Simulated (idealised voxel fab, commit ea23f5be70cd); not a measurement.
The name of this process module is voxel self aligned contacts.
Shown is cross-section cut, with a width of 240 nm and square cells of size 5 nm.
Heads up, the way a cross-section reads in here is a grid of square cells, handed over as bands from the top down, with every band being one or more rows of cells.
For a band, the entry starts with two heights in nm, that of the top and then that of the bottom, and carries on with the band's materials in order from left to right, each alongside its width in nm; the word "full width" beside a single material means it fills the band edge to edge, and "blank" means empty space.
Height 0 is the level under which the wafer as received is all one material. The lowest band goes on downwards, as in "0 and below".
The notation "30->40" denotes a width that varies across the rows of cells in the band, beginning at the first number in the top row, finishing at the second number in the bottom row, and changing by an identical amount from each row to the next.
"identical to before" for a step: no cell of the cross-section changed in that step.
"Encapsulated voids" lists enclosed empty spaces (at least 8 cells, no open path upward to the top), each as width x height at distance from the left edge, in nm.
If you see something after the settings on a step's line, that's the simulator's own remark about that step.
On any step carrying a mask, the "overlay nm" setting, if present on the step's line, tells how far right of its planned place the mask lay; negative values point to the left.

STEPS IN THE PROCESS PLAN
| 1 | RECEIVE | material Si |
| 2 | OXIDIZE | depth nm 5 |
| 3 | DIRECTIONAL_DEP | material polySi | thk nm 20 |
| 4 | DIRECTIONAL_DEP | material SiN | thk nm 15 |
| 5 | PATTERN | tone cover | mask id GATE | material resist | width nm 30 | pitch nm 60 | thk nm 20 | overlay nm 0 |
| 6 | DIRECTIONAL_ETCH | etch materials SiN | depth nm 15 |
| 7 | DIRECTIONAL_ETCH | etch materials polySi | depth nm 20 |
| 8 | STRIP | etch materials resist |
| 9 | CONFORMAL_DEP | material SiN | thk nm 5 |
| 10 | DIRECTIONAL_ETCH | etch materials SiN | depth nm 5 |
| 11 | FILL_DEP | material SiO2 | thk nm 15 |
| 12 | CMP | height nm 40 |
| 13 | PATTERN | tone open | mask id CONTACT | material resist | width nm 40 | thk nm 15 | overlay nm 0 |
| 14 | DIRECTIONAL_ETCH | etch materials SiO2 | depth nm 45 |
| 15 | STRIP | etch materials resist |
| 16 | CONFORMAL_DEP | material TiN | thk nm 5 |
| 17 | FILL_DEP | material Ru | thk nm 5 |
| 18 | CMP | height nm 40 |
| 19 | CONFORMAL_DEP | material SiCN | thk nm 5 |

SO, THE FIRST OF OUR TWO WAFERS, RUN JUST AS WE PLANNED IT

HERE'S WHAT THE WAFER LOOKED LIKE IN CROSS-SECTION WHEN IT ARRIVED - THAT'S AFTER STEP 1
> 0 and below: Si full width
> Encapsulated voids: none

SO THIS IS THE WAFER CROSS-SECTION RIGHT AFTER STEP 2
> 0 down to -5: SiO2 full width
> For the remainder of the cross-section, below -5, there is no change.

SO THIS IS THE WAFER CROSS-SECTION RIGHT AFTER STEP 3
> 20 down to 0: polySi full width
> For the remainder of the cross-section, below 0, there is no change.

SO THIS IS THE WAFER CROSS-SECTION RIGHT AFTER STEP 4
> 35 down to 20: SiN full width
> For the remainder of the cross-section, below 20, there is no change.

SO THIS IS THE WAFER CROSS-SECTION RIGHT AFTER STEP 5
> 55 down to 35: blank: 75  resist: 30  blank: 30  resist: 30  blank: 75
> For the remainder of the cross-section, below 35, there is no change.

SO THIS IS THE WAFER CROSS-SECTION RIGHT AFTER STEP 6
> 55 down to 35: blank: 75  resist: 30  blank: 30  resist: 30  blank: 75
> 35 down to 20: blank: 75  SiN: 30  blank: 30  SiN: 30  blank: 75
> For the remainder of the cross-section, below 20, there is no change.

SO THIS IS THE WAFER CROSS-SECTION RIGHT AFTER STEP 7
> 55 down to 35: blank: 75  resist: 30  blank: 30  resist: 30  blank: 75
> 35 down to 20: blank: 75  SiN: 30  blank: 30  SiN: 30  blank: 75
> 20 down to 0: blank: 75  polySi: 30  blank: 30  polySi: 30  blank: 75
> For the remainder of the cross-section, below 0, there is no change.

SO THIS IS THE WAFER CROSS-SECTION RIGHT AFTER STEP 8
> 35 down to 20: blank: 75  SiN: 30  blank: 30  SiN: 30  blank: 75
> For the remainder of the cross-section, below 20, there is no change.

SO THIS IS THE WAFER CROSS-SECTION RIGHT AFTER STEP 9
> 40 down to 20: blank: 70  SiN: 40  blank: 20  SiN: 40  blank: 70
> 20 down to 5: blank: 70  SiN: 5  polySi: 30  SiN: 5  blank: 20  SiN: 5  polySi: 30  SiN: 5  blank: 70
> 5 down to 0: SiN: 75  polySi: 30  SiN: 30  polySi: 30  SiN: 75
> For the remainder of the cross-section, below 0, there is no change.

SO THIS IS THE WAFER CROSS-SECTION RIGHT AFTER STEP 10
> 35 down to 20: blank: 70  SiN: 40  blank: 20  SiN: 40  blank: 70
> 20 down to 0: blank: 70  SiN: 5  polySi: 30  SiN: 5  blank: 20  SiN: 5  polySi: 30  SiN: 5  blank: 70
> For the remainder of the cross-section, below 0, there is no change.

SO THIS IS THE WAFER CROSS-SECTION RIGHT AFTER STEP 11
> 50 down to 35: SiO2 full width
> 35 down to 20: SiO2: 70  SiN: 40  SiO2: 20  SiN: 40  SiO2: 70
> 20 down to 0: SiO2: 70  SiN: 5  polySi: 30  SiN: 5  SiO2: 20  SiN: 5  polySi: 30  SiN: 5  SiO2: 70
> For the remainder of the cross-section, below 0, there is no change.

SO THIS IS THE WAFER CROSS-SECTION RIGHT AFTER STEP 12
> 40 down to 35: SiO2 full width
> For the remainder of the cross-section, below 35, there is no change.

SO THIS IS THE WAFER CROSS-SECTION RIGHT AFTER STEP 13
> 55 down to 40: resist: 100  blank: 40  resist: 100
> For the remainder of the cross-section, below 40, there is no change.

SO THIS IS THE WAFER CROSS-SECTION RIGHT AFTER STEP 14
> 55 down to 40: resist: 100  blank: 40  resist: 100
> 40 down to 35: SiO2: 100  blank: 40  SiO2: 100
> 35 down to 20: SiO2: 70  SiN: 40  blank: 20  SiN: 40  SiO2: 70
> 20 down to 0: SiO2: 70  SiN: 5  polySi: 30  SiN: 5  blank: 20  SiN: 5  polySi: 30  SiN: 5  SiO2: 70
> 0 down to -5: SiO2: 110  blank: 20  SiO2: 110
> For the remainder of the cross-section, below -5, there is no change.

SO THIS IS THE WAFER CROSS-SECTION RIGHT AFTER STEP 15
> 40 down to 35: SiO2: 100  blank: 40  SiO2: 100
> For the remainder of the cross-section, below 35, there is no change.

SO THIS IS THE WAFER CROSS-SECTION RIGHT AFTER STEP 16
> 45 down to 40: TiN: 105  blank: 30  TiN: 105
> 40 down to 35: SiO2: 100  TiN: 15  blank: 10  TiN: 15  SiO2: 100
> 35 down to 20: SiO2: 70  SiN: 40  TiN: 5  blank: 10  TiN: 5  SiN: 40  SiO2: 70
> 20 down to 0: SiO2: 70  SiN: 5  polySi: 30  SiN: 5  TiN: 5  blank: 10  TiN: 5  SiN: 5  polySi: 30  SiN: 5  SiO2: 70
> 0 down to -5: SiO2: 110  TiN: 20  SiO2: 110
> For the remainder of the cross-section, below -5, there is no change.

SO THIS IS THE WAFER CROSS-SECTION RIGHT AFTER STEP 17
> 50 down to 45: Ru full width
> 45 down to 40: TiN: 105  Ru: 30  TiN: 105
> 40 down to 35: SiO2: 100  TiN: 15  Ru: 10  TiN: 15  SiO2: 100
> 35 down to 20: SiO2: 70  SiN: 40  TiN: 5  Ru: 10  TiN: 5  SiN: 40  SiO2: 70
> 20 down to 0: SiO2: 70  SiN: 5  polySi: 30  SiN: 5  TiN: 5  Ru: 10  TiN: 5  SiN: 5  polySi: 30  SiN: 5  SiO2: 70
> For the remainder of the cross-section, below 0, there is no change.

SO THIS IS THE WAFER CROSS-SECTION RIGHT AFTER STEP 18
> 40 down to 35: SiO2: 100  TiN: 15  Ru: 10  TiN: 15  SiO2: 100
> For the remainder of the cross-section, below 35, there is no change.

SO THIS IS THE WAFER CROSS-SECTION RIGHT AFTER STEP 19
> 45 down to 40: SiCN full width
> For the remainder of the cross-section, below 40, there is no change.

HERE THE SECOND WAFER IS DESCRIBED. ITS START AND ITS PLAN WERE THOSE OF THE FIRST WAFER. ITS RUN CONTAINED ONE MISTAKE. UP TO AND INCLUDING STEP 4, IT DID EXACTLY WHAT THE FIRST WAFER DID

X-SECTION, SECOND WAFER, WHEN STEP 5 WAS DUE TO FINISH
> 55 down to 35: blank: 85  resist: 30  blank: 30  resist: 30  blank: 65
> For the remainder of the cross-section, below 35, there is no change.

X-SECTION, SECOND WAFER, WHEN STEP 6 WAS DUE TO FINISH
> 55 down to 35: blank: 85  resist: 30  blank: 30  resist: 30  blank: 65
> 35 down to 20: blank: 85  SiN: 30  blank: 30  SiN: 30  blank: 65
> For the remainder of the cross-section, below 20, there is no change.

X-SECTION, SECOND WAFER, WHEN STEP 7 WAS DUE TO FINISH
> 55 down to 35: blank: 85  resist: 30  blank: 30  resist: 30  blank: 65
> 35 down to 20: blank: 85  SiN: 30  blank: 30  SiN: 30  blank: 65
> 20 down to 0: blank: 85  polySi: 30  blank: 30  polySi: 30  blank: 65
> For the remainder of the cross-section, below 0, there is no change.

X-SECTION, SECOND WAFER, WHEN STEP 8 WAS DUE TO FINISH
> 35 down to 20: blank: 85  SiN: 30  blank: 30  SiN: 30  blank: 65
> For the remainder of the cross-section, below 20, there is no change.

X-SECTION, SECOND WAFER, WHEN STEP 9 WAS DUE TO FINISH
> 40 down to 20: blank: 80  SiN: 40  blank: 20  SiN: 40  blank: 60
> 20 down to 5: blank: 80  SiN: 5  polySi: 30  SiN: 5  blank: 20  SiN: 5  polySi: 30  SiN: 5  blank: 60
> 5 down to 0: SiN: 85  polySi: 30  SiN: 30  polySi: 30  SiN: 65
> For the remainder of the cross-section, below 0, there is no change.

X-SECTION, SECOND WAFER, WHEN STEP 10 WAS DUE TO FINISH
> 35 down to 20: blank: 80  SiN: 40  blank: 20  SiN: 40  blank: 60
> 20 down to 0: blank: 80  SiN: 5  polySi: 30  SiN: 5  blank: 20  SiN: 5  polySi: 30  SiN: 5  blank: 60
> For the remainder of the cross-section, below 0, there is no change.

X-SECTION, SECOND WAFER, WHEN STEP 11 WAS DUE TO FINISH
> 50 down to 35: SiO2 full width
> 35 down to 20: SiO2: 80  SiN: 40  SiO2: 20  SiN: 40  SiO2: 60
> 20 down to 0: SiO2: 80  SiN: 5  polySi: 30  SiN: 5  SiO2: 20  SiN: 5  polySi: 30  SiN: 5  SiO2: 60
> For the remainder of the cross-section, below 0, there is no change.

X-SECTION, SECOND WAFER, WHEN STEP 12 WAS DUE TO FINISH
> 40 down to 35: SiO2 full width
> For the remainder of the cross-section, below 35, there is no change.

X-SECTION, SECOND WAFER, WHEN STEP 13 WAS DUE TO FINISH
> 55 down to 40: resist: 100  blank: 40  resist: 100
> For the remainder of the cross-section, below 40, there is no change.

X-SECTION, SECOND WAFER, WHEN STEP 14 WAS DUE TO FINISH
> 55 down to 40: resist: 100  blank: 40  resist: 100
> 40 down to 35: SiO2: 100  blank: 40  SiO2: 100
> 35 down to 20: SiO2: 80  SiN: 40  blank: 20  SiN: 40  SiO2: 60
> 20 down to 0: SiO2: 80  SiN: 5  polySi: 30  SiN: 5  blank: 20  SiN: 5  polySi: 30  SiN: 5  SiO2: 60
> 0 down to -5: SiO2: 120  blank: 20  SiO2: 100
> For the remainder of the cross-section, below -5, there is no change.

X-SECTION, SECOND WAFER, WHEN STEP 15 WAS DUE TO FINISH
> 40 down to 35: SiO2: 100  blank: 40  SiO2: 100
> For the remainder of the cross-section, below 35, there is no change.

X-SECTION, SECOND WAFER, WHEN STEP 16 WAS DUE TO FINISH
> 45 down to 40: TiN: 105  blank: 30  TiN: 105
> 40 down to 35: SiO2: 100  TiN: 25  blank: 10  TiN: 5  SiO2: 100
> 35 down to 20: SiO2: 80  SiN: 40  TiN: 5  blank: 10  TiN: 5  SiN: 40  SiO2: 60
> 20 down to 0: SiO2: 80  SiN: 5  polySi: 30  SiN: 5  TiN: 5  blank: 10  TiN: 5  SiN: 5  polySi: 30  SiN: 5  SiO2: 60
> 0 down to -5: SiO2: 120  TiN: 20  SiO2: 100
> For the remainder of the cross-section, below -5, there is no change.

X-SECTION, SECOND WAFER, WHEN STEP 17 WAS DUE TO FINISH
> 50 down to 45: Ru full width
> 45 down to 40: TiN: 105  Ru: 30  TiN: 105
> 40 down to 35: SiO2: 100  TiN: 25  Ru: 10  TiN: 5  SiO2: 100
> 35 down to 20: SiO2: 80  SiN: 40  TiN: 5  Ru: 10  TiN: 5  SiN: 40  SiO2: 60
> 20 down to 0: SiO2: 80  SiN: 5  polySi: 30  SiN: 5  TiN: 5  Ru: 10  TiN: 5  SiN: 5  polySi: 30  SiN: 5  SiO2: 60
> For the remainder of the cross-section, below 0, there is no change.

X-SECTION, SECOND WAFER, WHEN STEP 18 WAS DUE TO FINISH
> 40 down to 35: SiO2: 100  TiN: 25  Ru: 10  TiN: 5  SiO2: 100
> For the remainder of the cross-section, below 35, there is no change.

X-SECTION, SECOND WAFER, WHEN STEP 19 WAS DUE TO FINISH
> 45 down to 40: SiCN full width
> For the remainder of the cross-section, below 40, there is no change.
What went wrong in running the wafer? the process deviated at step 5: the operation and settings actually run there were PATTERN | tone cover | mask id GATE | material resist | width nm 30 | pitch nm 60 | thk nm 20 | overlay nm 10
At the end, the second wafer has the same number of cells of each material as the first, but those cells sit in other places.
